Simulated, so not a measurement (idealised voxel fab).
process module | voxel self aligned vias
cross-section cut | 280 nm wide | cells 5 nm
A cross-section is a grid of square cells, given in bands from the top down. A band is one or more rows of cells.
Each band's line starts with the height of the band's top and of its bottom, in nm. Then come its materials from left to right, each with its width in nm. One material with "throughout" fills the band from edge to edge. "air" is empty space.
Height 0 is the level under which the wafer as received is all one material. The lowest band goes on downwards, as in "0 down".
A width such as "30 to 40" changes by the same amount from each row of cells to the next, from the band's top row to its bottom row.
"no change" after a step means that no cell of the cross-section changed.
closed voids: empty space of 8 cells or more with no open way to the top, each as width x height at its distance from the left edge, in nm
after a step's settings: what the simulator itself notes on the step
overlay nm, on a step with a mask: how far to the right of its planned place the mask lay; to the left if negative
plan
1 op RECEIVE | material Si
2 op CONFORMAL_DEP | material SiO2 | thk nm 10
3 op CONFORMAL_DEP | material SiCN | thk nm 5
4 op DIRECTIONAL_DEP | material lowk | thk nm 25
5 op MASKED_ETCH | tone open | mask id LINES | width nm 20 | pitch nm 50 | etch materials lowk | depth nm 25 | overlay nm 0
6 op CONFORMAL_DEP | material TiN | thk nm 5
7 op FILL_DEP | material Ru | thk nm 10
8 op CMP | height nm 40
9 op SELECTIVE_ETCH | etch materials W Ru TiN | depth nm 5
10 op FILL_DEP | material SiN | thk nm 5
11 op CMP | height nm 40
12 op DIRECTIONAL_DEP | material lowk | thk nm 20
13 op DIRECTIONAL_DEP | material aC | thk nm 15
14 op PATTERN | tone open | mask id VIAS | material resist | width nm 30 | pitch nm 100 | thk nm 30 | overlay nm 0
15 op DIRECTIONAL_ETCH | etch materials aC | depth nm 15
16 op STRIP | etch materials resist
17 op DIRECTIONAL_ETCH | etch materials lowk | depth nm 20
18 op DIRECTIONAL_ETCH | etch materials SiN | depth nm 5
19 op STRIP | etch materials aC
20 op CONFORMAL_DEP | material TiN | thk nm 5
21 op FILL_DEP | material Ru | thk nm 5
22 op CMP | height nm 60
23 op CONFORMAL_DEP | material SiN | thk nm 5
first wafer, as planned
as received, after step 1
  0 down: Si throughout
  closed voids: none
after step 2
  10 to 0: SiO2 throughout
  below 0: unchanged
after step 3
  15 to 10: SiCN throughout
  below 10: unchanged
after step 4
  40 to 15: lowk throughout
  below 15: unchanged
after step 5
  40 to 15: lowk 80 | air 20 | lowk 30 | air 20 | lowk 30 | air 20 | lowk 80
  below 15: unchanged
after step 6
  45 to 40: TiN 85 | air 10 | TiN 40 | air 10 | TiN 40 | air 10 | TiN 85
  40 to 20: lowk 80 | TiN 5 | air 10 | TiN 5 | lowk 30 | TiN 5 | air 10 | TiN 5 | lowk 30 | TiN 5 | air 10 | TiN 5 | lowk 80
  20 to 15: lowk 80 | TiN 20 | lowk 30 | TiN 20 | lowk 30 | TiN 20 | lowk 80
  below 15: unchanged
after step 7
  55 to 45: Ru throughout
  45 to 40: TiN 85 | Ru 10 | TiN 40 | Ru 10 | TiN 40 | Ru 10 | TiN 85
  40 to 20: lowk 80 | TiN 5 | Ru 10 | TiN 5 | lowk 30 | TiN 5 | Ru 10 | TiN 5 | lowk 30 | TiN 5 | Ru 10 | TiN 5 | lowk 80
  below 20: unchanged
after step 8
  40 to 20: lowk 80 | TiN 5 | Ru 10 | TiN 5 | lowk 30 | TiN 5 | Ru 10 | TiN 5 | lowk 30 | TiN 5 | Ru 10 | TiN 5 | lowk 80
  below 20: unchanged
after step 9
  40 to 35: lowk 80 | air 20 | lowk 30 | air 20 | lowk 30 | air 20 | lowk 80
  below 35: unchanged
after step 10
  45 to 40: SiN throughout
  40 to 35: lowk 80 | SiN 20 | lowk 30 | SiN 20 | lowk 30 | SiN 20 | lowk 80
  below 35: unchanged
after step 11
  40 to 35: lowk 80 | SiN 20 | lowk 30 | SiN 20 | lowk 30 | SiN 20 | lowk 80
  below 35: unchanged
after step 12
  60 to 40: lowk throughout
  below 40: unchanged
after step 13
  75 to 60: aC throughout
  below 60: unchanged
after step 14
  105 to 75: resist 75 | air 30 | resist 70 | air 30 | resist 75
  below 75: unchanged
after step 15
  90 to 75: resist 75 | air 30 | resist 70 | air 30 | resist 75
  75 to 60: aC 75 | air 30 | aC 70 | air 30 | aC 75
  below 60: unchanged
after step 16
  75 to 60: aC 75 | air 30 | aC 70 | air 30 | aC 75
  below 60: unchanged
after step 17
  75 to 60: aC 75 | air 30 | aC 70 | air 30 | aC 75
  60 to 40: lowk 75 | air 30 | lowk 70 | air 30 | lowk 75
  below 40: unchanged
after step 18
  75 to 60: aC 75 | air 30 | aC 70 | air 30 | aC 75
  60 to 40: lowk 75 | air 30 | lowk 70 | air 30 | lowk 75
  40 to 35: lowk 80 | air 20 | lowk 30 | SiN 20 | lowk 30 | air 20 | lowk 80
  below 35: unchanged
after step 19
  60 to 40: lowk 75 | air 30 | lowk 70 | air 30 | lowk 75
  below 40: unchanged
after step 20
  65 to 60: TiN 80 | air 20 | TiN 80 | air 20 | TiN 80
  60 to 45: lowk 75 | TiN 5 | air 20 | TiN 5 | lowk 70 | TiN 5 | air 20 | TiN 5 | lowk 75
  45 to 40: lowk 75 | TiN 10 | air 10 | TiN 10 | lowk 70 | TiN 10 | air 10 | TiN 10 | lowk 75
  40 to 35: lowk 80 | TiN 20 | lowk 30 | SiN 20 | lowk 30 | TiN 20 | lowk 80
  below 35: unchanged
after step 21
  70 to 65: Ru throughout
  65 to 60: TiN 80 | Ru 20 | TiN 80 | Ru 20 | TiN 80
  60 to 45: lowk 75 | TiN 5 | Ru 20 | TiN 5 | lowk 70 | TiN 5 | Ru 20 | TiN 5 | lowk 75
  45 to 40: lowk 75 | TiN 10 | Ru 10 | TiN 10 | lowk 70 | TiN 10 | Ru 10 | TiN 10 | lowk 75
  below 40: unchanged
after step 22
  60 to 45: lowk 75 | TiN 5 | Ru 20 | TiN 5 | lowk 70 | TiN 5 | Ru 20 | TiN 5 | lowk 75
  below 45: unchanged
after step 23
  65 to 60: SiN throughout
  below 60: unchanged
second wafer: like start, like plan, one mistake. Through step 1 it matches the first wafer
when step 2 should have ended
  5 to 0: SiCN throughout
  below 0: unchanged
when step 3 should have ended
  15 to 5: SiO2 throughout
  below 5: unchanged
when step 4 should have ended
  40 to 15: lowk throughout
  below 15: unchanged
when step 5 should have ended
  40 to 15: lowk 80 | air 20 | lowk 30 | air 20 | lowk 30 | air 20 | lowk 80
  below 15: unchanged
when step 6 should have ended
  45 to 40: TiN 85 | air 10 | TiN 40 | air 10 | TiN 40 | air 10 | TiN 85
  40 to 20: lowk 80 | TiN 5 | air 10 | TiN 5 | lowk 30 | TiN 5 | air 10 | TiN 5 | lowk 30 | TiN 5 | air 10 | TiN 5 | lowk 80
  20 to 15: lowk 80 | TiN 20 | lowk 30 | TiN 20 | lowk 30 | TiN 20 | lowk 80
  below 15: unchanged
when step 7 should have ended
  55 to 45: Ru throughout
  45 to 40: TiN 85 | Ru 10 | TiN 40 | Ru 10 | TiN 40 | Ru 10 | TiN 85
  40 to 20: lowk 80 | TiN 5 | Ru 10 | TiN 5 | lowk 30 | TiN 5 | Ru 10 | TiN 5 | lowk 30 | TiN 5 | Ru 10 | TiN 5 | lowk 80
  below 20: unchanged
when step 8 should have ended
  40 to 20: lowk 80 | TiN 5 | Ru 10 | TiN 5 | lowk 30 | TiN 5 | Ru 10 | TiN 5 | lowk 30 | TiN 5 | Ru 10 | TiN 5 | lowk 80
  below 20: unchanged
when step 9 should have ended
  40 to 35: lowk 80 | air 20 | lowk 30 | air 20 | lowk 30 | air 20 | lowk 80
  below 35: unchanged
when step 10 should have ended
  45 to 40: SiN throughout
  40 to 35: lowk 80 | SiN 20 | lowk 30 | SiN 20 | lowk 30 | SiN 20 | lowk 80
  below 35: unchanged
when step 11 should have ended
  40 to 35: lowk 80 | SiN 20 | lowk 30 | SiN 20 | lowk 30 | SiN 20 | lowk 80
  below 35: unchanged
when step 12 should have ended
  60 to 40: lowk throughout
  below 40: unchanged
when step 13 should have ended
  75 to 60: aC throughout
  below 60: unchanged
when step 14 should have ended
  105 to 75: resist 75 | air 30 | resist 70 | air 30 | resist 75
  below 75: unchanged
when step 15 should have ended
  90 to 75: resist 75 | air 30 | resist 70 | air 30 | resist 75
  75 to 60: aC 75 | air 30 | aC 70 | air 30 | aC 75
  below 60: unchanged
when step 16 should have ended
  75 to 60: aC 75 | air 30 | aC 70 | air 30 | aC 75
  below 60: unchanged
when step 17 should have ended
  75 to 60: aC 75 | air 30 | aC 70 | air 30 | aC 75
  60 to 40: lowk 75 | air 30 | lowk 70 | air 30 | lowk 75
  below 40: unchanged
when step 18 should have ended
  75 to 60: aC 75 | air 30 | aC 70 | air 30 | aC 75
  60 to 40: lowk 75 | air 30 | lowk 70 | air 30 | lowk 75
  40 to 35: lowk 80 | air 20 | lowk 30 | SiN 20 | lowk 30 | air 20 | lowk 80
  below 35: unchanged
when step 19 should have ended
  60 to 40: lowk 75 | air 30 | lowk 70 | air 30 | lowk 75
  below 40: unchanged
when step 20 should have ended
  65 to 60: TiN 80 | air 20 | TiN 80 | air 20 | TiN 80
  60 to 45: lowk 75 | TiN 5 | air 20 | TiN 5 | lowk 70 | TiN 5 | air 20 | TiN 5 | lowk 75
  45 to 40: lowk 75 | TiN 10 | air 10 | TiN 10 | lowk 70 | TiN 10 | air 10 | TiN 10 | lowk 75
  40 to 35: lowk 80 | TiN 20 | lowk 30 | SiN 20 | lowk 30 | TiN 20 | lowk 80
  below 35: unchanged
when step 21 should have ended
  70 to 65: Ru throughout
  65 to 60: TiN 80 | Ru 20 | TiN 80 | Ru 20 | TiN 80
  60 to 45: lowk 75 | TiN 5 | Ru 20 | TiN 5 | lowk 70 | TiN 5 | Ru 20 | TiN 5 | lowk 75
  45 to 40: lowk 75 | TiN 10 | Ru 10 | TiN 10 | lowk 70 | TiN 10 | Ru 10 | TiN 10 | lowk 75
  below 40: unchanged
when step 22 should have ended
  60 to 45: lowk 75 | TiN 5 | Ru 20 | TiN 5 | lowk 70 | TiN 5 | Ru 20 | TiN 5 | lowk 75
  below 45: unchanged
when step 23 should have ended
  65 to 60: SiN throughout
  below 60: unchanged
what went wrong: steps 2 and 3 were swapped
at the end the second wafer has, in cells: as many of each material as the first, in other places
